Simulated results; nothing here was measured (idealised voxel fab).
Title: Process Module voxel transistor to metal
The width of the displayed cross-section, cut, is 300 nm; its cells are square, with a size of 5 nm.
Cross-section, as written here: a square-cell grid given band by band from the top down, where a band holds one or more rows of cells. A band entry consists of two parts. The first gives the height of the band's top and the height of its bottom, in nm. The rest lists the band's materials from left to right, each with its width in nm. A single material labelled with the word "edge to edge" fills the band from edge to edge, and the word "blank" marks empty space. Beneath 0, the wafer as received is one material, and that level is where height counting begins. The lowest band goes on downward without a bottom; it is written like "from 0 down". Width spec "30..40" -> top row of cells at first value, bottom row at second value, equal per-row change in between. Reading "nothing altered" for a step: not a cell of the cross-section changed in it. The label "Sealed void listing" introduces a list of the empty spaces, 8 cells or larger, that have no open way up to the top; each entry in it reads width x height at distance, where the distance is taken from the left edge and all three are stated in nm. Step line, after settings: the simulator's comment on this step. overlay nm: step with mask; distance mask lay right of planned place; negative value = left of planned place.

-- Process steps - plan
- 1: RECEIVE | material Si
- 2: CONFORMAL_DEP | material SiO2 | thk nm 5
- 3: CONFORMAL_DEP | material SiN | thk nm 10
- 4: DIRECTIONAL_DEP | material aC | thk nm 15
- 5: PATTERN | tone cover | mask id ACTIVE | material resist | width nm 120 | pitch nm 140 | thk nm 30 | overlay nm 0
- 6: DIRECTIONAL_ETCH | etch materials aC | depth nm 15
- 7: STRIP | etch materials resist
- 8: DIRECTIONAL_ETCH | etch materials SiN | depth nm 10
- 9: DIRECTIONAL_ETCH | etch materials SiO2 | depth nm 5
- 10: DIRECTIONAL_ETCH | etch materials Si | depth nm 20
- 11: STRIP | etch materials aC
- 12: OXIDIZE | depth nm 5
- 13: FILL_DEP | material SiO2 | thk nm 10
- 14: CMP | height nm 15
- 15: SELECTIVE_ETCH | etch materials SiO2 | depth nm 10
- 16: STRIP | etch materials SiN
- 17: SELECTIVE_ETCH | etch materials SiO2 | depth nm 5
- 18: OXIDIZE | depth nm 5
- 19: DIRECTIONAL_DEP | material polySi | thk nm 25
- 20: DIRECTIONAL_DEP | material SiCN | thk nm 15
- 21: PATTERN | tone cover | mask id GATE | material resist | width nm 30 | pitch nm 140 | thk nm 15 | overlay nm 0
- 22: DIRECTIONAL_ETCH | etch materials SiCN | depth nm 25
- 23: DIRECTIONAL_ETCH | etch materials polySi | depth nm 35
- 24: STRIP | etch materials resist
- 25: CONFORMAL_DEP | material SiN | thk nm 5
- 26: DIRECTIONAL_ETCH | etch materials SiN | depth nm 5
- 27: DIRECTIONAL_ETCH | etch materials SiO2 | depth nm 5
- 28: DIRECTIONAL_ETCH | etch materials Si | depth nm 5
- 29: EPI | material nSi | thk nm 10
- 30: FILL_DEP | material SiO2 | thk nm 10
- 31: CMP | height nm 25
- 32: STRIP | etch materials polySi
- 33: SELECTIVE_ETCH | etch materials SiO2 | depth nm 5
- 34: CONFORMAL_DEP | material HfO2 | thk nm 5
- 35: CONFORMAL_DEP | material TiN | thk nm 5
- 36: FILL_DEP | material W | thk nm 10
- 37: CMP | height nm 20
- 38: DIRECTIONAL_DEP | material SiO2 | thk nm 10
- 39: DIRECTIONAL_DEP | material aC | thk nm 10
- 40: PATTERN | tone open | mask id CONTACT | material resist | width nm 20 | thk nm 30 | overlay nm 0
- 41: DIRECTIONAL_ETCH | etch materials aC | depth nm 10
- 42: STRIP | etch materials resist
- 43: DIRECTIONAL_ETCH | etch materials SiO2 | depth nm 30
- 44: STRIP | etch materials aC
- 45: CONFORMAL_DEP | material TiN | thk nm 5
- 46: FILL_DEP | material W | thk nm 10
- 47: CMP | height nm 30
- 48: CONFORMAL_DEP | material SiN | thk nm 5
- 49: DIRECTIONAL_DEP | material SiO2 | thk nm 15
- 50: PATTERN | tone open | mask id METAL_1 | material resist | width nm 20 | thk nm 15 | overlay nm 0
- 51: DIRECTIONAL_ETCH | etch materials SiO2 | depth nm 15
- 52: DIRECTIONAL_ETCH | etch materials SiN | depth nm 5
- 53: STRIP | etch materials resist
- 54: CONFORMAL_DEP | material TiN | thk nm 5
- 55: FILL_DEP | material Ru | thk nm 5
- 56: CMP | height nm 50
- 57: EPI | material Ru | thk nm 5
- 58: FILL_DEP | material SiCN | thk nm 5
- 59: DIRECTIONAL_DEP | material SiO2 | thk nm 30
- 60: DIRECTIONAL_DEP | material aC | thk nm 10
- 61: PATTERN | tone open | mask id METAL_2 | material resist | width nm 20 | pitch nm 140 | thk nm 30 | overlay nm 0
- 62: DIRECTIONAL_ETCH | etch materials aC | depth nm 10
- 63: STRIP | etch materials resist
- 64: DIRECTIONAL_ETCH | etch materials SiO2 | depth nm 15
- 65: STRIP | etch materials aC
- 66: MASKED_ETCH | tone open | mask id METAL_2_HOLES | width nm 15 | pitch nm 140 | etch materials SiO2 | depth nm 15 | overlay nm 0
- 67: MASKED_ETCH | tone open | mask id METAL_2_HOLES | width nm 15 | pitch nm 140 | etch materials SiCN | depth nm 5 | overlay nm 0
- 68: CONFORMAL_DEP | material TiN | thk nm 5
- 69: FILL_DEP | material Cu | thk nm 5
- 70: CMP | height nm 90
- 71: CONFORMAL_DEP | material SiN | thk nm 5

-- Delivered wafer in cross-section: state after step 1
- from 0 down = Si edge to edge
- Sealed void listing: none

-- First of two wafers at the end of the module, shown in cross-section; run carried out as planned
- from 95 to 90 = SiN edge to edge
- from 90 to 80 = SiO2=30, then TiN=5, then Cu=10, then TiN=5, then SiO2=120, then TiN=5, then Cu=10, then TiN=5, then SiO2=110
- from 80 to 75 = SiO2=30, then TiN=5, then Cu=5, then TiN=10, then SiO2=120, then TiN=5, then Cu=5, then TiN=10, then SiO2=110
- from 75 to 60 = SiO2=30, then TiN=5, then Cu=5, then TiN=5, then SiO2=125, then TiN=5, then Cu=5, then TiN=5, then SiO2=115
- from 60 to 55 = SiCN=30, then TiN=15, then SiCN=125, then TiN=15, then SiCN=115
- from 55 to 50 = SiCN=25, then Ru=30, then SiCN=50, then Ru=30, then SiCN=30, then Ru=30, then SiCN=50, then Ru=30, then SiCN=25
- from 50 to 35 = SiO2=30, then TiN=5, then Ru=10, then TiN=5, then SiO2=60, then TiN=5, then Ru=10, then TiN=5, then SiO2=40, then TiN=5, then Ru=10, then TiN=5, then SiO2=60, then TiN=5, then Ru=10, then TiN=5, then SiO2=30
- from 35 to 30 = SiN=30, then TiN=20, then SiN=60, then TiN=20, then SiN=40, then TiN=20, then SiN=60, then TiN=20, then SiN=30
- from 30 to 20 = SiO2=30, then TiN=5, then W=10, then TiN=5, then SiO2=60, then TiN=5, then W=10, then TiN=5, then SiO2=40, then TiN=5, then W=10, then TiN=5, then SiO2=60, then TiN=5, then W=10, then TiN=5, then SiO2=30
- from 20 to 5 = SiO2=30, then TiN=5, then W=10, then TiN=5, then SiO2=10, then SiN=5, then HfO2=5, then TiN=5, then W=10, then TiN=5, then HfO2=5, then SiN=5, then SiO2=10, then TiN=5, then W=10, then TiN=5, then SiO2=40, then TiN=5, then W=10, then TiN=5, then SiO2=10, then SiN=5, then HfO2=5, then TiN=5, then W=10, then TiN=5, then HfO2=5, then SiN=5, then SiO2=10, then TiN=5, then W=10, then TiN=5, then SiO2=30
- from 5 to 0 = SiO2=30, then TiN=20, then nSi=10, then SiN=5, then HfO2=5, then TiN=20, then HfO2=5, then SiN=5, then nSi=10, then TiN=20, then SiO2=40, then TiN=20, then nSi=10, then SiN=5, then HfO2=5, then TiN=20, then HfO2=5, then SiN=5, then nSi=10, then TiN=20, then SiO2=30
- from 0 to -5 = SiO2=20, then nSi=40, then HfO2=40, then nSi=40, then SiO2=20, then nSi=40, then HfO2=40, then nSi=40, then SiO2=20
- from -5 to -10 = SiO2=25, then nSi=35, then Si=40, then nSi=35, then SiO2=30, then nSi=35, then Si=40, then nSi=35, then SiO2=25
- from -10 to -25 = SiO2=25, then Si=110, then SiO2=30, then Si=110, then SiO2=25
- from -25 down = Si edge to edge
- Sealed void listing: none

-- Cross-section, wafer two of two, end of module: same start and plan as wafer one, one error in execution
- from 95 to 90 = SiN edge to edge
- from 90 to 80 = SiO2=30, then TiN=5, then Cu=10, then TiN=5, then SiO2=120, then TiN=5, then Cu=10, then TiN=5, then SiO2=110
- from 80 to 75 = SiO2=30, then TiN=5, then Cu=5, then TiN=10, then SiO2=120, then TiN=5, then Cu=5, then TiN=10, then SiO2=110
- from 75 to 60 = SiO2=30, then TiN=5, then Cu=5, then TiN=5, then SiO2=125, then TiN=5, then Cu=5, then TiN=5, then SiO2=115
- from 60 to 55 = SiCN=30, then TiN=15, then SiCN=125, then TiN=15, then SiCN=115
- from 55 to 50 = SiCN=25, then Ru=30, then SiCN=50, then Ru=30, then SiCN=30, then Ru=30, then SiCN=50, then Ru=30, then SiCN=25
- from 50 to 35 = SiO2=30, then TiN=5, then Ru=10, then TiN=5, then SiO2=60, then TiN=5, then Ru=10, then TiN=5, then SiO2=40, then TiN=5, then Ru=10, then TiN=5, then SiO2=60, then TiN=5, then Ru=10, then TiN=5, then SiO2=30
- from 35 to 30 = SiN=30, then TiN=20, then SiN=60, then TiN=20, then SiN=40, then TiN=20, then SiN=60, then TiN=20, then SiN=30
- from 30 to 20 = SiO2=30, then TiN=5, then W=10, then TiN=5, then SiO2=60, then TiN=5, then W=10, then TiN=5, then SiO2=40, then TiN=5, then W=10, then TiN=5, then SiO2=60, then TiN=5, then W=10, then TiN=5, then SiO2=30
- from 20 to 10 = SiO2=30, then TiN=5, then W=10, then TiN=5, then SiO2=10, then SiN=5, then HfO2=5, then TiN=5, then W=10, then TiN=5, then HfO2=5, then SiN=5, then SiO2=10, then TiN=5, then W=10, then TiN=5, then SiO2=40, then TiN=5, then W=10, then TiN=5, then SiO2=10, then SiN=5, then HfO2=5, then TiN=5, then W=10, then TiN=5, then HfO2=5, then SiN=5, then SiO2=10, then TiN=5, then W=10, then TiN=5, then SiO2=30
- from 10 to 5 = SiO2=30, then TiN=20, then nSi=10, then SiN=5, then HfO2=5, then TiN=20, then HfO2=5, then SiN=5, then nSi=10, then TiN=20, then SiO2=40, then TiN=20, then nSi=10, then SiN=5, then HfO2=5, then TiN=20, then HfO2=5, then SiN=5, then nSi=10, then TiN=20, then SiO2=30
- from 5 to 0 = SiO2=20, then SiN=5, then nSi=35, then HfO2=40, then nSi=35, then SiN=5, then SiO2=20, then SiN=5, then nSi=35, then HfO2=40, then nSi=35, then SiN=5, then SiO2=20
- from 0 to -5 = SiO2=25, then nSi=35, then Si=40, then nSi=35, then SiO2=30, then nSi=35, then Si=40, then nSi=35, then SiO2=25
- from -5 to -25 = SiO2=25, then Si=110, then SiO2=30, then Si=110, then SiO2=25
- from -25 down = Si edge to edge
- Sealed void listing: none
So what did we get wrong on this run? transposition of steps 16 and 17 relative to the planned sequence
Final tally in cells, some materials are higher or lower on the second wafer than on the first: HfO2: 4 fewer; Si: 44 more; SiO2: 12 fewer; TiN: 12 fewer; W: 12 fewer; nSi: 4 fewer
